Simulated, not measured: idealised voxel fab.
Proc. module: voxel self aligned contacts
200 nm wide, 5 nm square cells: that's cross-section cut.
Cross-sections here: square-cell grids, written as top-down lists of bands, a band being one or more rows of cells.
Band: top height; bottom height; in nm. Then, left to right: material with width in nm, for each material. "throughout": a single material spanning edge to edge. "empty": empty space.
The level at which height equals 0 is the one under which the wafer, as it arrives, is entirely one material. No lower edge exists for the bottom band, which continues downward and is notated as in "z 0 and below".
It should be noted that a width expressed as "30 to 40" varies in equal increments from row to row of cells within the band, taking the value of the first number at the top row and that of the second number at the bottom row.
"left unchanged" (step): cross-section cells unchanged, all of them.
Reported under the label "Trapped void list" are the empty spaces having no open way to the top and comprising 8 cells or more; the notation for each is width x height at distance, in which the distance is measured from the left edge and all three values are in nm.
Anything after a step's settings on that line? It's the simulator's own note about the step.
The "overlay nm" setting may appear on a step's line; for a step that uses a mask, it gives how far to the right of its planned position the mask lay, and a negative value indicates the left.

[The steps planned for the process are as follows]
1) RECEIVE,material Si
2) OXIDIZE,depth nm 5
3) DIRECTIONAL_DEP,material polySi,thk nm 30
4) DIRECTIONAL_DEP,material SiN,thk nm 25
5) MASKED_ETCH,tone cover,mask id GATE,width nm 25,pitch nm 60,etch materials SiN,depth nm 25,overlay nm 0
6) MASKED_ETCH,tone cover,mask id GATE,width nm 25,pitch nm 60,etch materials polySi,depth nm 30,overlay nm 0
7) CONFORMAL_DEP,material SiN,thk nm 10
8) DIRECTIONAL_ETCH,etch materials SiN,depth nm 10
9) FILL_DEP,material SiO2,thk nm 15
10) CMP,height nm 65
11) MASKED_ETCH,tone open,mask id CONTACT,width nm 45,pitch nm 60,etch materials SiO2,depth nm 70,overlay nm 0
12) CONFORMAL_DEP,material TiN,thk nm 5
13) FILL_DEP,material W,thk nm 10
14) CMP,height nm 65
15) CONFORMAL_DEP,material SiCN,thk nm 5

[The following pertains to the first of two wafers, which was processed as planned]

[Incoming wafer, cross-sectional view, post step 1]
- z 0 and below = Si throughout
- Trapped void list: none

[Presented here is a cross-section of the wafer after step 2 has been performed]
- z 0 to -5 = SiO2 throughout
- All layers under -5 are left as they were.

[Presented here is a cross-section of the wafer after step 3 has been performed]
- z 30 to 0 = polySi throughout
- All layers under 0 are left as they were.

[Presented here is a cross-section of the wafer after step 4 has been performed]
- z 55 to 30 = SiN throughout
- All layers under 30 are left as they were.

[Presented here is a cross-section of the wafer after step 5 has been performed]
- z 55 to 30 = 25 empty  25 SiN  35 empty  25 SiN  35 empty  25 SiN  30 empty
- All layers under 30 are left as they were.

[Presented here is a cross-section of the wafer after step 6 has been performed]
- z 55 to 30 = 25 empty  25 SiN  35 empty  25 SiN  35 empty  25 SiN  30 empty
- z 30 to 0 = 25 empty  25 polySi  35 empty  25 polySi  35 empty  25 polySi  30 empty
- All layers under 0 are left as they were.

[Presented here is a cross-section of the wafer after step 7 has been performed]
- z 65 to 30 = 15 empty  45 SiN  15 empty  45 SiN  15 empty  45 SiN  20 empty
- z 30 to 10 = 15 empty  10 SiN  25 polySi  10 SiN  15 empty  10 SiN  25 polySi  10 SiN  15 empty  10 SiN  25 polySi  10 SiN  20 empty
- z 10 to 0 = 25 SiN  25 polySi  35 SiN  25 polySi  35 SiN  25 polySi  30 SiN
- All layers under 0 are left as they were.

[Presented here is a cross-section of the wafer after step 8 has been performed]
- z 55 to 30 = 15 empty  45 SiN  15 empty  45 SiN  15 empty  45 SiN  20 empty
- z 30 to 0 = 15 empty  10 SiN  25 polySi  10 SiN  15 empty  10 SiN  25 polySi  10 SiN  15 empty  10 SiN  25 polySi  10 SiN  20 empty
- All layers under 0 are left as they were.

[Presented here is a cross-section of the wafer after step 9 has been performed]
- z 70 to 55 = SiO2 throughout
- z 55 to 30 = 15 SiO2  45 SiN  15 SiO2  45 SiN  15 SiO2  45 SiN  20 SiO2
- z 30 to 0 = 15 SiO2  10 SiN  25 polySi  10 SiN  15 SiO2  10 SiN  25 polySi  10 SiN  15 SiO2  10 SiN  25 polySi  10 SiN  20 SiO2
- All layers under 0 are left as they were.

[Presented here is a cross-section of the wafer after step 10 has been performed]
- z 65 to 55 = SiO2 throughout
- All layers under 55 are left as they were.

[Presented here is a cross-section of the wafer after step 11 has been performed]
- z 65 to 55 = 45 SiO2  45 empty  15 SiO2  45 empty  50 SiO2
- z 55 to 30 = 15 SiO2  45 SiN  15 empty  45 SiN  15 empty  45 SiN  20 SiO2
- z 30 to 0 = 15 SiO2  10 SiN  25 polySi  10 SiN  15 empty  10 SiN  25 polySi  10 SiN  15 empty  10 SiN  25 polySi  10 SiN  20 SiO2
- z 0 to -5 = 60 SiO2  15 empty  45 SiO2  15 empty  65 SiO2
- All layers under -5 are left as they were.

[Presented here is a cross-section of the wafer after step 12 has been performed]
- z 70 to 65 = 50 TiN  35 empty  25 TiN  35 empty  55 TiN
- z 65 to 55 = 45 SiO2  5 to 20 TiN  35 to 5 empty  5 to 20 TiN  15 SiO2  5 to 20 TiN  35 to 5 empty  5 to 20 TiN  50 SiO2
- z 55 to 30 = 15 SiO2  45 SiN  5 TiN  5 empty  5 TiN  45 SiN  5 TiN  5 empty  5 TiN  45 SiN  20 SiO2
- z 30 to 0 = 15 SiO2  10 SiN  25 polySi  10 SiN  5 TiN  5 empty  5 TiN  10 SiN  25 polySi  10 SiN  5 TiN  5 empty  5 TiN  10 SiN  25 polySi  10 SiN  20 SiO2
- z 0 to -5 = 60 SiO2  15 TiN  45 SiO2  15 TiN  65 SiO2
- All layers under -5 are left as they were.

[Presented here is a cross-section of the wafer after step 13 has been performed]
- z 80 to 70 = W throughout
- z 70 to 65 = 50 TiN  35 W  25 TiN  35 W  55 TiN
- z 65 to 55 = 45 SiO2  5 to 20 TiN  35 to 5 W  5 to 20 TiN  15 SiO2  5 to 20 TiN  35 to 5 W  5 to 20 TiN  50 SiO2
- z 55 to 30 = 15 SiO2  45 SiN  5 TiN  5 W  5 TiN  45 SiN  5 TiN  5 W  5 TiN  45 SiN  20 SiO2
- z 30 to 0 = 15 SiO2  10 SiN  25 polySi  10 SiN  5 TiN  5 W  5 TiN  10 SiN  25 polySi  10 SiN  5 TiN  5 W  5 TiN  10 SiN  25 polySi  10 SiN  20 SiO2
- All layers under 0 are left as they were.

[Presented here is a cross-section of the wafer after step 14 has been performed]
- z 65 to 55 = 45 SiO2  5 to 20 TiN  35 to 5 W  5 to 20 TiN  15 SiO2  5 to 20 TiN  35 to 5 W  5 to 20 TiN  50 SiO2
- All layers under 55 are left as they were.

[Presented here is a cross-section of the wafer after step 15 has been performed]
- z 70 to 65 = SiCN throughout
- All layers under 65 are left as they were.

[Here the second wafer is described. Its start and its plan were those of the first wafer. Its run contained one mistake. Up to and including step 10, it did exactly what the first wafer did]

[Second wafer, section view, time point: scheduled end of step 11]
- z 65 to 55 = 50 SiO2  45 empty  15 SiO2  45 empty  45 SiO2
- z 55 to 30 = 15 SiO2  45 SiN  15 empty  45 SiN  15 empty  45 SiN  20 SiO2
- z 30 to 0 = 15 SiO2  10 SiN  25 polySi  10 SiN  15 empty  10 SiN  25 polySi  10 SiN  15 empty  10 SiN  25 polySi  10 SiN  20 SiO2
- z 0 to -5 = 60 SiO2  15 empty  45 SiO2  15 empty  65 SiO2
- All layers under -5 are left as they were.

[Second wafer, section view, time point: scheduled end of step 12]
- z 70 to 65 = 55 TiN  35 empty  25 TiN  35 empty  50 TiN
- z 65 to 55 = 50 SiO2  5 to 15 TiN  35 to 5 empty  5 to 25 TiN  15 SiO2  5 to 15 TiN  35 to 5 empty  5 to 25 TiN  45 SiO2
- z 55 to 30 = 15 SiO2  45 SiN  5 TiN  5 empty  5 TiN  45 SiN  5 TiN  5 empty  5 TiN  45 SiN  20 SiO2
- z 30 to 0 = 15 SiO2  10 SiN  25 polySi  10 SiN  5 TiN  5 empty  5 TiN  10 SiN  25 polySi  10 SiN  5 TiN  5 empty  5 TiN  10 SiN  25 polySi  10 SiN  20 SiO2
- z 0 to -5 = 60 SiO2  15 TiN  45 SiO2  15 TiN  65 SiO2
- All layers under -5 are left as they were.

[Second wafer, section view, time point: scheduled end of step 13]
- z 80 to 70 = W throughout
- z 70 to 65 = 55 TiN  35 W  25 TiN  35 W  50 TiN
- z 65 to 55 = 50 SiO2  5 to 15 TiN  35 to 5 W  5 to 25 TiN  15 SiO2  5 to 15 TiN  35 to 5 W  5 to 25 TiN  45 SiO2
- z 55 to 30 = 15 SiO2  45 SiN  5 TiN  5 W  5 TiN  45 SiN  5 TiN  5 W  5 TiN  45 SiN  20 SiO2
- z 30 to 0 = 15 SiO2  10 SiN  25 polySi  10 SiN  5 TiN  5 W  5 TiN  10 SiN  25 polySi  10 SiN  5 TiN  5 W  5 TiN  10 SiN  25 polySi  10 SiN  20 SiO2
- All layers under 0 are left as they were.

[Second wafer, section view, time point: scheduled end of step 14]
- z 65 to 55 = 50 SiO2  5 to 15 TiN  35 to 5 W  5 to 25 TiN  15 SiO2  5 to 15 TiN  35 to 5 W  5 to 25 TiN  45 SiO2
- All layers under 55 are left as they were.

[Second wafer, section view, time point: scheduled end of step 15]
- z 70 to 65 = SiCN throughout
- All layers under 65 are left as they were.
what went wrong: heads up, step 11 didn't go per plan, it actually ran as MASKED_ETCH,tone open,mask id CONTACT,width nm 45,pitch nm 60,etch materials SiO2,depth nm 70,overlay nm 5
Upon completion, the cell count for each material on the second wafer equals that on the first, whereas the spatial distribution of those cells differs.
